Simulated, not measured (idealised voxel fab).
Title: Process Module voxel fin reveal
Each square cell in cross-section cut measures 5 nm, and the section as a whole is 250 nm wide.
When this document writes out a cross-section, it uses a grid of square cells and lists it as bands, beginning at the top and moving down, with a band standing for one or more rows of cells.
Heights first: top, then bottom, in nm. Then materials, left to right, each with a width in nm. "all across" on a single material: fills the band edge to edge. "empty": empty space.
A quick word on heights: they are counted from 0, and under that level the wafer as it came to us is one material throughout. The lowest band is different from the rest in having no bottom; it simply continues downward, written as in "0 and below".
You'd read "30..40" like this: the band's top row of cells is as wide as the first number, its bottom row is as wide as the second, and going down, every row changes width by the same amount as the row before did.
"remained unchanged" for a step: no cell of the cross-section changed in that step.
"Tabulated closed voids" contains a list of empty spaces, each no smaller than 8 cells and without an open way to the top, written in the form width x height at distance with the distance from the left edge and all three in nm.
Note: text after step settings on the step line = simulator remark on that step.
A step line may carry the setting "overlay nm", which, for steps involving a mask, states the distance by which the mask lay to the right of its intended position; negative values denote displacement to the left.
## The following list gives the planned process steps
1: RECEIVE: material Si
2: CONFORMAL_DEP: material SiN, thk nm 10
3: DIRECTIONAL_DEP: material aC, thk nm 10
4: PATTERN: tone cover, mask id FINS, material resist, width nm 15, pitch nm 40, thk nm 25, overlay nm 0
5: DIRECTIONAL_ETCH: etch materials aC, depth nm 10
6: STRIP: etch materials resist
7: DIRECTIONAL_ETCH: etch materials SiN, depth nm 10
8: DIRECTIONAL_ETCH: etch materials Si, depth nm 40
9: STRIP: etch materials aC
10: OXIDIZE: depth nm 5
11: FILL_DEP: material SiO2, thk nm 15
12: CMP: height nm 10
13: SELECTIVE_ETCH: etch materials SiO2, depth nm 20
14: STRIP: etch materials SiN
## Received-state cross-section, reflecting completion of step 1
	0 and below: Si all across
	Tabulated closed voids: none
## One mistake in running the module, otherwise start and plan as above: cross-section at the end
	0 down to -10: empty=100  Si=5  empty=35  Si=5  empty=105
	-10 down to -40: SiO2=100  Si=5  SiO2=35  Si=5  SiO2=105
	-40 and below: Si all across
	Tabulated closed voids: none
Finding, execution versus plan: step 8 ran with different settings than intended, the actual operation and settings being DIRECTIONAL_ETCH: etch materials Si, depth nm 35
